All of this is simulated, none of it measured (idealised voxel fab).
The following process module bears the name voxel ribs on slabs.
Displayed cross-section: cut, width of 140 nm, square cells sized 5 nm.
Reading order for cross-sections: top band down to bottom band. Underlying form: a grid of square cells. Band size: one or more rows of cells. Each band's line starts with the height of the band's top and of its bottom, in nm. Then come its materials from left to right, each with its width in nm. One material with "edge to edge" fills the band from edge to edge. "blank" is empty space. Height reference: 0 = level under which incoming wafer is all one material. Lowest band: no bottom, runs on downward, e.g. "0 -> down". The width entry "30 to 40" should be interpreted row by row: the top row of cells in the band takes the first number, the bottom row takes the second number, and the change between adjacent rows is uniform throughout. You'll sometimes find "remains unaltered" written for a step, and that's the way of saying that nowhere in the cross-section did a cell change during that step. What "Closed cavities" gives you is every empty space of 8 cells or more that is cut off from the top. Each appears as width x height at distance, with the distance taken from the left edge and width, height and distance all in nm. Text after the settings on a step's line: the simulator's own remark on that step. overlay nm: step with mask; distance mask lay right of planned place; negative value = left of planned place. The remainder of this document consists of a sequence of paired cross-sections. Each pair presents the cross-section prior to one process step together with the cross-section following it, the latter being rendered only as deep as the lowest band that underwent change. The intervening step, together with its settings, is stated beneath each pair. Because the pairs may originate from different runs of this module on the same starting wafer, a given pair is to be read as continuing from the preceding pair only where its entry headed "Cross-section, before" so indicates.
Cross-section, before
> 0 -> down = Si edge to edge
> Closed cavities: none
Sectional Result
> 20 -> 0 = SiO2 edge to edge
> Rest of section, below 0: as before.
> Closed cavities: none
Step linking the sections shown: DIRECTIONAL_DEP (material SiO2; thk nm 20)
Cross-section, before: The pre-step condition corresponds to the post-step cross-section depicted in the pair directly above.
Sectional Result
> 35 -> 20 = polySi edge to edge
> Rest of section, below 20: as before.
> Closed cavities: none
Step linking the sections shown: DIRECTIONAL_DEP (material polySi; thk nm 15)
Cross-section, before: The pre-step condition corresponds to the post-step cross-section depicted in the pair directly above.
Sectional Result
> 35 -> 25 = blank 60 nm, polySi 15 nm, blank 65 nm
> Rest of section, below 25: as before.
> Closed cavities: none
Step linking the sections shown: MASKED_ETCH (tone cover; mask id RIB; width nm 15; etch materials polySi; depth nm 10; overlay nm 0)
Cross-section, before: The pre-step condition corresponds to the post-step cross-section depicted in the pair directly above.
Sectional Result
> 35 -> 25 = blank 60 nm, polySi 15 nm, blank 65 nm
> 25 -> 20 = blank 45 nm, polySi 45 nm, blank 50 nm
> Rest of section, below 20: as before.
> Closed cavities: none
Step linking the sections shown: MASKED_ETCH (tone cover; mask id SLAB; width nm 45; etch materials polySi; depth nm 5; overlay nm 0)
Cross-section, before: The pre-step condition corresponds to the post-step cross-section depicted in the pair directly above.
Sectional Result
> 55 -> 35 = SiO2 edge to edge
> 35 -> 25 = SiO2 60 nm, polySi 15 nm, SiO2 65 nm
> 25 -> 20 = SiO2 45 nm, polySi 45 nm, SiO2 50 nm
> Rest of section, below 20: as before.
> Closed cavities: none
Step linking the sections shown: FILL_DEP (material SiO2; thk nm 20)
Cross-section, before: The pre-step condition corresponds to the post-step cross-section depicted in the pair directly above.
Sectional Result
> 50 -> 35 = SiO2 edge to edge
> Rest of section, below 35: as before.
> Closed cavities: none
Step linking the sections shown: CMP (height nm 50)
Cross-section, before: The pre-step condition corresponds to the post-step cross-section depicted in the pair directly above.
Sectional Result
> 55 -> 50 = W edge to edge
> Rest of section, below 50: as before.
> Closed cavities: none
Step linking the sections shown: DIRECTIONAL_DEP (material W; thk nm 5)
Cross-section, before: The pre-step condition corresponds to the post-step cross-section depicted in the pair directly above.
Sectional Result
> 65 -> 55 = aC edge to edge
> Rest of section, below 55: as before.
> Closed cavities: none
Step linking the sections shown: DIRECTIONAL_DEP (material aC; thk nm 10)
Cross-section, before: The pre-step condition corresponds to the post-step cross-section depicted in the pair directly above.
Sectional Result
> 95 -> 65 = blank 55 nm, resist 25 nm, blank 60 nm
> Rest of section, below 65: as before.
> Closed cavities: none
Step linking the sections shown: PATTERN (tone cover; mask id HEATER; material resist; width nm 25; thk nm 30; overlay nm 0)
Cross-section, before: The pre-step condition corresponds to the post-step cross-section depicted in the pair directly above.
Sectional Result
> 85 -> 65 = blank 55 nm, resist 25 nm, blank 60 nm
> 65 -> 55 = blank 55 nm, aC 25 nm, blank 60 nm
> Rest of section, below 55: as before.
> Closed cavities: none
Step linking the sections shown: DIRECTIONAL_ETCH (etch materials aC; depth nm 10)
Cross-section, before: The pre-step condition corresponds to the post-step cross-section depicted in the pair directly above.
Sectional Result
> 65 -> 55 = blank 55 nm, aC 25 nm, blank 60 nm
> Rest of section, below 55: as before.
> Closed cavities: none
Step linking the sections shown: STRIP (etch materials resist)
Cross-section, before: The pre-step condition corresponds to the post-step cross-section depicted in the pair directly above.
Sectional Result
> 65 -> 55 = blank 55 nm, aC 25 nm, blank 60 nm
> 55 -> 50 = blank 55 nm, W 25 nm, blank 60 nm
> Rest of section, below 50: as before.
> Closed cavities: none
Step linking the sections shown: DIRECTIONAL_ETCH (etch materials W; depth nm 5)
Cross-section, before: The pre-step condition corresponds to the post-step cross-section depicted in the pair directly above.
Sectional Result
> 55 -> 50 = blank 55 nm, W 25 nm, blank 60 nm
> Rest of section, below 50: as before.
> Closed cavities: none
Step linking the sections shown: STRIP (etch materials aC)
Cross-section, before: The pre-step condition corresponds to the post-step cross-section depicted in the pair directly above.
Sectional Result
> 60 -> 55 = blank 50 nm, SiN 35 nm, blank 55 nm
> 55 -> 50 = SiN 55 nm, W 25 nm, SiN 60 nm
> Rest of section, below 50: as before.
> Closed cavities: none
Step linking the sections shown: CONFORMAL_DEP (material SiN; thk nm 5)
Cross-section, before
> 20 -> 0 = SiO2 edge to edge
> 0 -> down = Si edge to edge
> Closed cavities: none
Sectional Result
> 40 -> 0 = SiO2 edge to edge
> Rest of section, below 0: as before.
> Closed cavities: none
Step linking the sections shown: DIRECTIONAL_DEP (material SiO2; thk nm 20)
Cross-section, before: The pre-step condition corresponds to the post-step cross-section depicted in the pair directly above.
Sectional Result
> 55 -> 40 = polySi edge to edge
> Rest of section, below 40: as before.
> Closed cavities: none
Step linking the sections shown: DIRECTIONAL_DEP (material polySi; thk nm 15)
Cross-section, before: The pre-step condition corresponds to the post-step cross-section depicted in the pair directly above.
Sectional Result
> 55 -> 45 = blank 60 nm, polySi 15 nm, blank 65 nm
> Rest of section, below 45: as before.
> Closed cavities: none
Step linking the sections shown: MASKED_ETCH (tone cover; mask id RIB; width nm 15; etch materials polySi; depth nm 10; overlay nm 0)
Cross-section, before: The pre-step condition corresponds to the post-step cross-section depicted in the pair directly above.
Sectional Result
> 55 -> 45 = blank 60 nm, polySi 15 nm, blank 65 nm
> 45 -> 40 = blank 45 nm, polySi 45 nm, blank 50 nm
> Rest of section, below 40: as before.
> Closed cavities: none
Step linking the sections shown: MASKED_ETCH (tone cover; mask id SLAB; width nm 45; etch materials polySi; depth nm 5; overlay nm 0)
Cross-section, before: The pre-step condition corresponds to the post-step cross-section depicted in the pair directly above.
Sectional Result
> 75 -> 55 = SiO2 edge to edge
> 55 -> 45 = SiO2 60 nm, polySi 15 nm, SiO2 65 nm
> 45 -> 40 = SiO2 45 nm, polySi 45 nm, SiO2 50 nm
> Rest of section, below 40: as before.
> Closed cavities: none
Step linking the sections shown: FILL_DEP (material SiO2; thk nm 20)
Cross-section, before: The pre-step condition corresponds to the post-step cross-section depicted in the pair directly above.
Sectional Result
> 50 -> 40 = SiO2 60 to 45 nm, polySi 15 to 45 nm, SiO2 65 to 50 nm
> Rest of section, below 40: as before.
> Closed cavities: none
Step linking the sections shown: CMP (height nm 50)
Cross-section, before: The pre-step condition corresponds to the post-step cross-section depicted in the pair directly above.
Sectional Result
> 55 -> 50 = W edge to edge
> Rest of section, below 50: as before.
> Closed cavities: none
Step linking the sections shown: DIRECTIONAL_DEP (material W; thk nm 5)
Cross-section, before: The pre-step condition corresponds to the post-step cross-section depicted in the pair directly above.
Sectional Result
> 65 -> 55 = aC edge to edge
> Rest of section, below 55: as before.
> Closed cavities: none
Step linking the sections shown: DIRECTIONAL_DEP (material aC; thk nm 10)
Cross-section, before: The pre-step condition corresponds to the post-step cross-section depicted in the pair directly above.
Sectional Result
> 95 -> 65 = blank 55 nm, resist 25 nm, blank 60 nm
> Rest of section, below 65: as before.
> Closed cavities: none
Step linking the sections shown: PATTERN (tone cover; mask id HEATER; material resist; width nm 25; thk nm 30; overlay nm 0)
Cross-section, before: The pre-step condition corresponds to the post-step cross-section depicted in the pair directly above.
Sectional Result
> 85 -> 65 = blank 55 nm, resist 25 nm, blank 60 nm
> 65 -> 55 = blank 55 nm, aC 25 nm, blank 60 nm
> Rest of section, below 55: as before.
> Closed cavities: none
Step linking the sections shown: DIRECTIONAL_ETCH (etch materials aC; depth nm 10)
Cross-section, before: The pre-step condition corresponds to the post-step cross-section depicted in the pair directly above.
Sectional Result
> 65 -> 55 = blank 55 nm, aC 25 nm, blank 60 nm
> Rest of section, below 55: as before.
> Closed cavities: none
Step linking the sections shown: STRIP (etch materials resist)
Cross-section, before: The pre-step condition corresponds to the post-step cross-section depicted in the pair directly above.
Sectional Result
> 65 -> 55 = blank 55 nm, aC 25 nm, blank 60 nm
> 55 -> 50 = blank 55 nm, W 25 nm, blank 60 nm
> Rest of section, below 50: as before.
> Closed cavities: none
Step linking the sections shown: DIRECTIONAL_ETCH (etch materials W; depth nm 5)
Cross-section, before: The pre-step condition corresponds to the post-step cross-section depicted in the pair directly above.
Sectional Result
> 55 -> 50 = blank 55 nm, W 25 nm, blank 60 nm
> Rest of section, below 50: as before.
> Closed cavities: none
Step linking the sections shown: STRIP (etch materials aC)
Cross-section, before: The pre-step condition corresponds to the post-step cross-section depicted in the pair directly above.
Sectional Result
> 60 -> 55 = blank 50 nm, SiN 35 nm, blank 55 nm
> 55 -> 50 = SiN 55 nm, W 25 nm, SiN 60 nm
> Rest of section, below 50: as before.
> Closed cavities: none
Step linking the sections shown: CONFORMAL_DEP (material SiN; thk nm 5)
Cross-section, before
> 0 -> down = Si edge to edge
> Closed cavities: none
Sectional Result
> 15 -> 0 = polySi edge to edge
> Rest of section, below 0: as before.
> Closed cavities: none
Step linking the sections shown: DIRECTIONAL_DEP (material polySi; thk nm 15)
Cross-section, before: The pre-step condition corresponds to the post-step cross-section depicted in the pair directly above.
Sectional Result
> 35 -> 15 = SiO2 edge to edge
> Rest of section, below 15: as before.
> Closed cavities: none
Step linking the sections shown: DIRECTIONAL_DEP (material SiO2; thk nm 20)
Cross-section, before: The pre-step condition corresponds to the post-step cross-section depicted in the pair directly above.
Sectional Result
> 55 -> 15 = SiO2 edge to edge
> Rest of section, below 15: as before.
> Closed cavities: none
Step linking the sections shown: FILL_DEP (material SiO2; thk nm 20)
Cross-section, before: The pre-step condition corresponds to the post-step cross-section depicted in the pair directly above.
Sectional Result
> 50 -> 15 = SiO2 edge to edge
> Rest of section, below 15: as before.
> Closed cavities: none
Step linking the sections shown: CMP (height nm 50)
Cross-section, before: The pre-step condition corresponds to the post-step cross-section depicted in the pair directly above.
Sectional Result
> 55 -> 50 = W edge to edge
> Rest of section, below 50: as before.
> Closed cavities: none
Step linking the sections shown: DIRECTIONAL_DEP (material W; thk nm 5)
Cross-section, before: The pre-step condition corresponds to the post-step cross-section depicted in the pair directly above.
Sectional Result
> 65 -> 55 = aC edge to edge
> Rest of section, below 55: as before.
> Closed cavities: none
Step linking the sections shown: DIRECTIONAL_DEP (material aC; thk nm 10)
Cross-section, before: The pre-step condition corresponds to the post-step cross-section depicted in the pair directly above.
Sectional Result
> 95 -> 65 = blank 55 nm, resist 25 nm, blank 60 nm
> Rest of section, below 65: as before.
> Closed cavities: none
Step linking the sections shown: PATTERN (tone cover; mask id HEATER; material resist; width nm 25; thk nm 30; overlay nm 0)
Cross-section, before: The pre-step condition corresponds to the post-step cross-section depicted in the pair directly above.
Sectional Result
> 85 -> 65 = blank 55 nm, resist 25 nm, blank 60 nm
> 65 -> 55 = blank 55 nm, aC 25 nm, blank 60 nm
> Rest of section, below 55: as before.
> Closed cavities: none
Step linking the sections shown: DIRECTIONAL_ETCH (etch materials aC; depth nm 10)
Cross-section, before: The pre-step condition corresponds to the post-step cross-section depicted in the pair directly above.
Sectional Result
> 65 -> 55 = blank 55 nm, aC 25 nm, blank 60 nm
> Rest of section, below 55: as before.
> Closed cavities: none
Step linking the sections shown: STRIP (etch materials resist)
Cross-section, before: The pre-step condition corresponds to the post-step cross-section depicted in the pair directly above.
Sectional Result
> 65 -> 55 = blank 55 nm, aC 25 nm, blank 60 nm
> 55 -> 50 = blank 55 nm, W 25 nm, blank 60 nm
> Rest of section, below 50: as before.
> Closed cavities: none
Step linking the sections shown: DIRECTIONAL_ETCH (etch materials W; depth nm 5)
Cross-section, before: The pre-step condition corresponds to the post-step cross-section depicted in the pair directly above.
Sectional Result
> 55 -> 50 = blank 55 nm, W 25 nm, blank 60 nm
> Rest of section, below 50: as before.
> Closed cavities: none
Step linking the sections shown: STRIP (etch materials aC)
Cross-section, before: The pre-step condition corresponds to the post-step cross-section depicted in the pair directly above.
Sectional Result
> 60 -> 55 = blank 50 nm, SiN 35 nm, blank 55 nm
> 55 -> 50 = SiN 55 nm, W 25 nm, SiN 60 nm
> Rest of section, below 50: as before.
> Closed cavities: none
Step linking the sections shown: CONFORMAL_DEP (material SiN; thk nm 5)
Cross-section, before
> 35 -> 20 = polySi edge to edge
> 20 -> 0 = SiO2 edge to edge
> 0 -> down = Si edge to edge
> Closed cavities: none
Sectional Result
> 35 -> 30 = blank 60 nm, polySi 15 nm, blank 65 nm
> Rest of section, below 30: as before.
> Closed cavities: none
Step linking the sections shown: MASKED_ETCH (tone cover; mask id RIB; width nm 15; etch materials polySi; depth nm 5; overlay nm 0)
Cross-section, before: The pre-step condition corresponds to the post-step cross-section depicted in the pair directly above.
Sectional Result
> 35 -> 25 = blank 60 to 45 nm, polySi 15 to 45 nm, blank 65 to 50 nm
> Rest of section, below 25: as before.
> Closed cavities: none
Step linking the sections shown: MASKED_ETCH (tone cover; mask id SLAB; width nm 45; etch materials polySi; depth nm 5; overlay nm 0)
Cross-section, before: The pre-step condition corresponds to the post-step cross-section depicted in the pair directly above.
Sectional Result
> 55 -> 35 = SiO2 edge to edge
> 35 -> 25 = SiO2 60 to 45 nm, polySi 15 to 45 nm, SiO2 65 to 50 nm
> Rest of section, below 25: as before.
> Closed cavities: none
Step linking the sections shown: FILL_DEP (material SiO2; thk nm 20)
Cross-section, before: The pre-step condition corresponds to the post-step cross-section depicted in the pair directly above.
Sectional Result
> 50 -> 35 = SiO2 edge to edge
> Rest of section, below 35: as before.
> Closed cavities: none
Step linking the sections shown: CMP (height nm 50)
Cross-section, before: The pre-step condition corresponds to the post-step cross-section depicted in the pair directly above.
Sectional Result
> 55 -> 50 = W edge to edge
> Rest of section, below 50: as before.
> Closed cavities: none
Step linking the sections shown: DIRECTIONAL_DEP (material W; thk nm 5)
Cross-section, before: The pre-step condition corresponds to the post-step cross-section depicted in the pair directly above.
Sectional Result
> 65 -> 55 = aC edge to edge
> Rest of section, below 55: as before.
> Closed cavities: none
Step linking the sections shown: DIRECTIONAL_DEP (material aC; thk nm 10)
Cross-section, before: The pre-step condition corresponds to the post-step cross-section depicted in the pair directly above.
Sectional Result
> 95 -> 65 = blank 55 nm, resist 25 nm, blank 60 nm
> Rest of section, below 65: as before.
> Closed cavities: none
Step linking the sections shown: PATTERN (tone cover; mask id HEATER; material resist; width nm 25; thk nm 30; overlay nm 0)
Cross-section, before: The pre-step condition corresponds to the post-step cross-section depicted in the pair directly above.
Sectional Result
> 85 -> 65 = blank 55 nm, resist 25 nm, blank 60 nm
> 65 -> 55 = blank 55 nm, aC 25 nm, blank 60 nm
> Rest of section, below 55: as before.
> Closed cavities: none
Step linking the sections shown: DIRECTIONAL_ETCH (etch materials aC; depth nm 10)
Cross-section, before: The pre-step condition corresponds to the post-step cross-section depicted in the pair directly above.
Sectional Result
> 65 -> 55 = blank 55 nm, aC 25 nm, blank 60 nm
> Rest of section, below 55: as before.
> Closed cavities: none
Step linking the sections shown: STRIP (etch materials resist)
Cross-section, before: The pre-step condition corresponds to the post-step cross-section depicted in the pair directly above.
Sectional Result
> 65 -> 55 = blank 55 nm, aC 25 nm, blank 60 nm
> 55 -> 50 = blank 55 nm, W 25 nm, blank 60 nm
> Rest of section, below 50: as before.
> Closed cavities: none
Step linking the sections shown: DIRECTIONAL_ETCH (etch materials W; depth nm 5)
Cross-section, before: The pre-step condition corresponds to the post-step cross-section depicted in the pair directly above.
Sectional Result
> 55 -> 50 = blank 55 nm, W 25 nm, blank 60 nm
> Rest of section, below 50: as before.
> Closed cavities: none
Step linking the sections shown: STRIP (etch materials aC)
Cross-section, before: The pre-step condition corresponds to the post-step cross-section depicted in the pair directly above.
Sectional Result
> 60 -> 55 = blank 50 nm, SiN 35 nm, blank 55 nm
> 55 -> 50 = SiN 55 nm, W 25 nm, SiN 60 nm
> Rest of section, below 50: as before.
> Closed cavities: none
Step linking the sections shown: CONFORMAL_DEP (material SiN; thk nm 5)
Cross-section, before
> 35 -> 25 = blank 60 nm, polySi 15 nm, blank 65 nm
> 25 -> 20 = polySi edge to edge
> 20 -> 0 = SiO2 edge to edge
> 0 -> down = Si edge to edge
> Closed cavities: none
Sectional Result
> 35 -> 25 = blank 60 nm, polySi 15 nm, blank 65 nm
> 25 -> 20 = blank 50 nm, polySi 35 nm, blank 55 nm
> Rest of section, below 20: as before.
> Closed cavities: none
Step linking the sections shown: MASKED_ETCH (tone cover; mask id SLAB; width nm 35; etch materials polySi; depth nm 5; overlay nm 0)
Cross-section, before: The pre-step condition corresponds to the post-step cross-section depicted in the pair directly above.
Sectional Result
> 55 -> 35 = SiO2 edge to edge
> 35 -> 25 = SiO2 60 nm, polySi 15 nm, SiO2 65 nm
> 25 -> 20 = SiO2 50 nm, polySi 35 nm, SiO2 55 nm
> Rest of section, below 20: as before.
> Closed cavities: none
Step linking the sections shown: FILL_DEP (material SiO2; thk nm 20)
Cross-section, before: The pre-step condition corresponds to the post-step cross-section depicted in the pair directly above.
Sectional Result
> 50 -> 35 = SiO2 edge to edge
> Rest of section, below 35: as before.
> Closed cavities: none
Step linking the sections shown: CMP (height nm 50)
Cross-section, before: The pre-step condition corresponds to the post-step cross-section depicted in the pair directly above.
Sectional Result
> 55 -> 50 = W edge to edge
> Rest of section, below 50: as before.
> Closed cavities: none
Step linking the sections shown: DIRECTIONAL_DEP (material W; thk nm 5)
Cross-section, before: The pre-step condition corresponds to the post-step cross-section depicted in the pair directly above.
Sectional Result
> 65 -> 55 = aC edge to edge
> Rest of section, below 55: as before.
> Closed cavities: none
Step linking the sections shown: DIRECTIONAL_DEP (material aC; thk nm 10)
Cross-section, before: The pre-step condition corresponds to the post-step cross-section depicted in the pair directly above.
Sectional Result
> 95 -> 65 = blank 55 nm, resist 25 nm, blank 60 nm
> Rest of section, below 65: as before.
> Closed cavities: none
Step linking the sections shown: PATTERN (tone cover; mask id HEATER; material resist; width nm 25; thk nm 30; overlay nm 0)
Cross-section, before: The pre-step condition corresponds to the post-step cross-section depicted in the pair directly above.
Sectional Result
> 85 -> 65 = blank 55 nm, resist 25 nm, blank 60 nm
> 65 -> 55 = blank 55 nm, aC 25 nm, blank 60 nm
> Rest of section, below 55: as before.
> Closed cavities: none
Step linking the sections shown: DIRECTIONAL_ETCH (etch materials aC; depth nm 10)
Cross-section, before: The pre-step condition corresponds to the post-step cross-section depicted in the pair directly above.
Sectional Result
> 65 -> 55 = blank 55 nm, aC 25 nm, blank 60 nm
> Rest of section, below 55: as before.
> Closed cavities: none
Step linking the sections shown: STRIP (etch materials resist)
Cross-section, before: The pre-step condition corresponds to the post-step cross-section depicted in the pair directly above.
Sectional Result
> 65 -> 55 = blank 55 nm, aC 25 nm, blank 60 nm
> 55 -> 50 = blank 55 nm, W 25 nm, blank 60 nm
> Rest of section, below 50: as before.
> Closed cavities: none
Step linking the sections shown: DIRECTIONAL_ETCH (etch materials W; depth nm 5)
Cross-section, before: The pre-step condition corresponds to the post-step cross-section depicted in the pair directly above.
Sectional Result
> 55 -> 50 = blank 55 nm, W 25 nm, blank 60 nm
> Rest of section, below 50: as before.
> Closed cavities: none
Step linking the sections shown: STRIP (etch materials aC)
Cross-section, before: The pre-step condition corresponds to the post-step cross-section depicted in the pair directly above.
Sectional Result
> 60 -> 55 = blank 50 nm, SiN 35 nm, blank 55 nm
> 55 -> 50 = SiN 55 nm, W 25 nm, SiN 60 nm
> Rest of section, below 50: as before.
> Closed cavities: none
Step linking the sections shown: CONFORMAL_DEP (material SiN; thk nm 5)
Cross-section, before
> 35 -> 20 = polySi edge to edge
> 20 -> 0 = SiO2 edge to edge
> 0 -> down = Si edge to edge
> Closed cavities: none
Sectional Result
> 35 -> 25 = blank 50 nm, polySi 15 nm, blank 75 nm
> Rest of section, below 25: as before.
> Closed cavities: none
Step linking the sections shown: MASKED_ETCH (tone cover; mask id RIB; width nm 15; etch materials polySi; depth nm 10; overlay nm -10)
Cross-section, before: The pre-step condition corresponds to the post-step cross-section depicted in the pair directly above.
Sectional Result
> 35 -> 25 = blank 50 nm, polySi 15 nm, blank 75 nm
> 25 -> 20 = blank 45 nm, polySi 45 nm, blank 50 nm
> Rest of section, below 20: as before.
> Closed cavities: none
Step linking the sections shown: MASKED_ETCH (tone cover; mask id SLAB; width nm 45; etch materials polySi; depth nm 5; overlay nm 0)
Cross-section, before: The pre-step condition corresponds to the post-step cross-section depicted in the pair directly above.
Sectional Result
> 55 -> 35 = SiO2 edge to edge
> 35 -> 25 = SiO2 50 nm, polySi 15 nm, SiO2 75 nm
> 25 -> 20 = SiO2 45 nm, polySi 45 nm, SiO2 50 nm
> Rest of section, below 20: as before.
> Closed cavities: none
Step linking the sections shown: FILL_DEP (material SiO2; thk nm 20)
Cross-section, before: The pre-step condition corresponds to the post-step cross-section depicted in the pair directly above.
Sectional Result
> 50 -> 35 = SiO2 edge to edge
> Rest of section, below 35: as before.
> Closed cavities: none
Step linking the sections shown: CMP (height nm 50)
Cross-section, before: The pre-step condition corresponds to the post-step cross-section depicted in the pair directly above.
Sectional Result
> 55 -> 50 = W edge to edge
> Rest of section, below 50: as before.
> Closed cavities: none
Step linking the sections shown: DIRECTIONAL_DEP (material W; thk nm 5)
Cross-section, before: The pre-step condition corresponds to the post-step cross-section depicted in the pair directly above.
Sectional Result
> 65 -> 55 = aC edge to edge
> Rest of section, below 55: as before.
> Closed cavities: none
Step linking the sections shown: DIRECTIONAL_DEP (material aC; thk nm 10)
Cross-section, before: The pre-step condition corresponds to the post-step cross-section depicted in the pair directly above.
Sectional Result
> 95 -> 65 = blank 55 nm, resist 25 nm, blank 60 nm
> Rest of section, below 65: as before.
> Closed cavities: none
Step linking the sections shown: PATTERN (tone cover; mask id HEATER; material resist; width nm 25; thk nm 30; overlay nm 0)
Cross-section, before: The pre-step condition corresponds to the post-step cross-section depicted in the pair directly above.
Sectional Result
> 85 -> 65 = blank 55 nm, resist 25 nm, blank 60 nm
> 65 -> 55 = blank 55 nm, aC 25 nm, blank 60 nm
> Rest of section, below 55: as before.
> Closed cavities: none
Step linking the sections shown: DIRECTIONAL_ETCH (etch materials aC; depth nm 10)
Cross-section, before: The pre-step condition corresponds to the post-step cross-section depicted in the pair directly above.
Sectional Result
> 65 -> 55 = blank 55 nm, aC 25 nm, blank 60 nm
> Rest of section, below 55: as before.
> Closed cavities: none
Step linking the sections shown: STRIP (etch materials resist)
Cross-section, before: The pre-step condition corresponds to the post-step cross-section depicted in the pair directly above.
Sectional Result
> 65 -> 55 = blank 55 nm, aC 25 nm, blank 60 nm
> 55 -> 50 = blank 55 nm, W 25 nm, blank 60 nm
> Rest of section, below 50: as before.
> Closed cavities: none
Step linking the sections shown: DIRECTIONAL_ETCH (etch materials W; depth nm 5)
Cross-section, before: The pre-step condition corresponds to the post-step cross-section depicted in the pair directly above.
Sectional Result
> 55 -> 50 = blank 55 nm, W 25 nm, blank 60 nm
> Rest of section, below 50: as before.
> Closed cavities: none
Step linking the sections shown: STRIP (etch materials aC)
Cross-section, before: The pre-step condition corresponds to the post-step cross-section depicted in the pair directly above.
Sectional Result
> 60 -> 55 = blank 50 nm, SiN 35 nm, blank 55 nm
> 55 -> 50 = SiN 55 nm, W 25 nm, SiN 60 nm
> Rest of section, below 50: as before.
> Closed cavities: none
Step linking the sections shown: CONFORMAL_DEP (material SiN; thk nm 5)
Cross-section, before
> 65 -> 55 = blank 55 nm, aC 25 nm, blank 60 nm
> 55 -> 50 = blank 55 nm, W 25 nm, blank 60 nm
> 50 -> 35 = SiO2 edge to edge
> 35 -> 25 = SiO2 60 nm, polySi 15 nm, SiO2 65 nm
> 25 -> 20 = SiO2 45 nm, polySi 45 nm, SiO2 50 nm
> 20 -> 0 = SiO2 edge to edge
> 0 -> down = Si edge to edge
> Closed cavities: none
Sectional Result
> 0 -> down = Si edge to edge
> Closed cavities: none
Step linking the sections shown: STRIP (etch materials SiO2)
Cross-section, before: The pre-step condition corresponds to the post-step cross-section depicted in the pair directly above.
Sectional Result
> 5 -> 0 = SiN edge to edge
> Rest of section, below 0: as before.
> Closed cavities: none
Step linking the sections shown: CONFORMAL_DEP (material SiN; thk nm 5)
Cross-section, before
> 35 -> 20 = polySi edge to edge
> 20 -> 0 = SiO2 edge to edge
> 0 -> down = Si edge to edge
> Closed cavities: none
Sectional Result
> 35 -> 25 = polySi 60 nm, blank 15 nm, polySi 65 nm
> Rest of section, below 25: as before.
> Closed cavities: none
Step linking the sections shown: MASKED_ETCH (tone open; mask id RIB; width nm 15; etch materials polySi; depth nm 10; overlay nm 0)
Cross-section, before: The pre-step condition corresponds to the post-step cross-section depicted in the pair directly above.
Sectional Result
> 35 -> 30 = blank 45 nm, polySi 15 nm, blank 15 nm, polySi 15 nm, blank 50 nm
> Rest of section, below 30: as before.
> Closed cavities: none
Step linking the sections shown: MASKED_ETCH (tone cover; mask id SLAB; width nm 45; etch materials polySi; depth nm 5; overlay nm 0)
Cross-section, before: The pre-step condition corresponds to the post-step cross-section depicted in the pair directly above.
Sectional Result
> 55 -> 35 = SiO2 edge to edge
> 35 -> 30 = SiO2 45 nm, polySi 15 nm, SiO2 15 nm, polySi 15 nm, SiO2 50 nm
> 30 -> 25 = polySi 60 nm, SiO2 15 nm, polySi 65 nm
> Rest of section, below 25: as before.
> Closed cavities: none
Step linking the sections shown: FILL_DEP (material SiO2; thk nm 20)
Cross-section, before: The pre-step condition corresponds to the post-step cross-section depicted in the pair directly above.
Sectional Result
> 50 -> 35 = SiO2 edge to edge
> Rest of section, below 35: as before.
> Closed cavities: none
Step linking the sections shown: CMP (height nm 50)
Cross-section, before: The pre-step condition corresponds to the post-step cross-section depicted in the pair directly above.
Sectional Result
> 55 -> 50 = W edge to edge
> Rest of section, below 50: as before.
> Closed cavities: none
Step linking the sections shown: DIRECTIONAL_DEP (material W; thk nm 5)
Cross-section, before: The pre-step condition corresponds to the post-step cross-section depicted in the pair directly above.
Sectional Result
> 65 -> 55 = aC edge to edge
> Rest of section, below 55: as before.
> Closed cavities: none
Step linking the sections shown: DIRECTIONAL_DEP (material aC; thk nm 10)
Cross-section, before: The pre-step condition corresponds to the post-step cross-section depicted in the pair directly above.
Sectional Result
> 95 -> 65 = blank 55 nm, resist 25 nm, blank 60 nm
> Rest of section, below 65: as before.
> Closed cavities: none
Step linking the sections shown: PATTERN (tone cover; mask id HEATER; material resist; width nm 25; thk nm 30; overlay nm 0)
Cross-section, before: The pre-step condition corresponds to the post-step cross-section depicted in the pair directly above.
Sectional Result
> 85 -> 65 = blank 55 nm, resist 25 nm, blank 60 nm
> 65 -> 55 = blank 55 nm, aC 25 nm, blank 60 nm
> Rest of section, below 55: as before.
> Closed cavities: none
Step linking the sections shown: DIRECTIONAL_ETCH (etch materials aC; depth nm 10)
Cross-section, before: The pre-step condition corresponds to the post-step cross-section depicted in the pair directly above.
Sectional Result
> 65 -> 55 = blank 55 nm, aC 25 nm, blank 60 nm
> Rest of section, below 55: as before.
> Closed cavities: none
Step linking the sections shown: STRIP (etch materials resist)
Cross-section, before: The pre-step condition corresponds to the post-step cross-section depicted in the pair directly above.
Sectional Result
> 65 -> 55 = blank 55 nm, aC 25 nm, blank 60 nm
> 55 -> 50 = blank 55 nm, W 25 nm, blank 60 nm
> Rest of section, below 50: as before.
> Closed cavities: none
Step linking the sections shown: DIRECTIONAL_ETCH (etch materials W; depth nm 5)
Cross-section, before: The pre-step condition corresponds to the post-step cross-section depicted in the pair directly above.
Sectional Result
> 55 -> 50 = blank 55 nm, W 25 nm, blank 60 nm
> Rest of section, below 50: as before.
> Closed cavities: none
Step linking the sections shown: STRIP (etch materials aC)
Cross-section, before: The pre-step condition corresponds to the post-step cross-section depicted in the pair directly above.
Sectional Result
> 60 -> 55 = blank 50 nm, SiN 35 nm, blank 55 nm
> 55 -> 50 = SiN 55 nm, W 25 nm, SiN 60 nm
> Rest of section, below 50: as before.
> Closed cavities: none
Step linking the sections shown: CONFORMAL_DEP (material SiN; thk nm 5)
